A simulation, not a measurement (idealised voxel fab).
process module | voxel self aligned contacts
cross-section cut | 200 nm wide | cells 5 nm
A cross-section is a grid of square cells, given in bands from the top down. A band is one or more rows of cells.
Each band's line starts with the height of the band's top and of its bottom, in nm. Then come its materials from left to right, each with its width in nm. One material with "throughout" fills the band from edge to edge. "air" is empty space.
Height 0 is the level under which the wafer as received is all one material. The lowest band goes on downwards, as in "0 down".
A width such as "30 to 40" changes by the same amount from each row of cells to the next, from the band's top row to its bottom row.
"no change" after a step means that no cell of the cross-section changed.
closed voids: empty space of 8 cells or more with no open way to the top, each as width x height at its distance from the left edge, in nm
after a step's settings: what the simulator itself notes on the step
overlay nm, on a step with a mask: how far to the right of its planned place the mask lay; to the left if negative
plan
1 op RECEIVE | material Si
2 op CONFORMAL_DEP | material SiO2 | thk nm 5
3 op DIRECTIONAL_DEP | material polySi | thk nm 20
4 op DIRECTIONAL_DEP | material SiN | thk nm 20
5 op PATTERN | tone cover | mask id GATE | material resist | width nm 35 | pitch nm 70 | thk nm 20 | overlay nm 0
6 op DIRECTIONAL_ETCH | etch materials SiN | depth nm 20
7 op DIRECTIONAL_ETCH | etch materials polySi | depth nm 20
8 op STRIP | etch materials resist
9 op CONFORMAL_DEP | material SiN | thk nm 5
10 op DIRECTIONAL_ETCH | etch materials SiN | depth nm 5
11 op FILL_DEP | material SiO2 | thk nm 20
12 op CMP | height nm 55
13 op MASKED_ETCH | tone open | mask id CONTACT | width nm 55 | etch materials SiO2 | depth nm 55 | overlay nm 0
14 op CONFORMAL_DEP | material TiN | thk nm 5
15 op FILL_DEP | material Ru | thk nm 5
16 op CMP | height nm 55
17 op CONFORMAL_DEP | material SiN | thk nm 5
as received, after step 1
  0 down: Si throughout
  closed voids: none
a wafer at the end: this start, this plan, one mistake
  60 to 55: SiN throughout
  55 to 45: SiO2 70 | TiN 5 to 20 | Ru 45 to 15 | TiN 5 to 20 | SiO2 75
  45 to 30: SiO2 40 | SiN 5 | polySi 35 | SiN 5 | TiN 5 | Ru 15 | TiN 5 | SiN 5 | polySi 35 | SiN 5 | SiO2 45
  30 to 25: SiO2 40 | SiN 5 | polySi 35 | SiN 5 | TiN 25 | SiN 5 | polySi 35 | SiN 5 | SiO2 45
  25 to 5: SiN throughout
  5 to 0: SiO2 throughout
  0 down: Si throughout
  closed voids: none
what went wrong: steps 3 and 4 were swapped
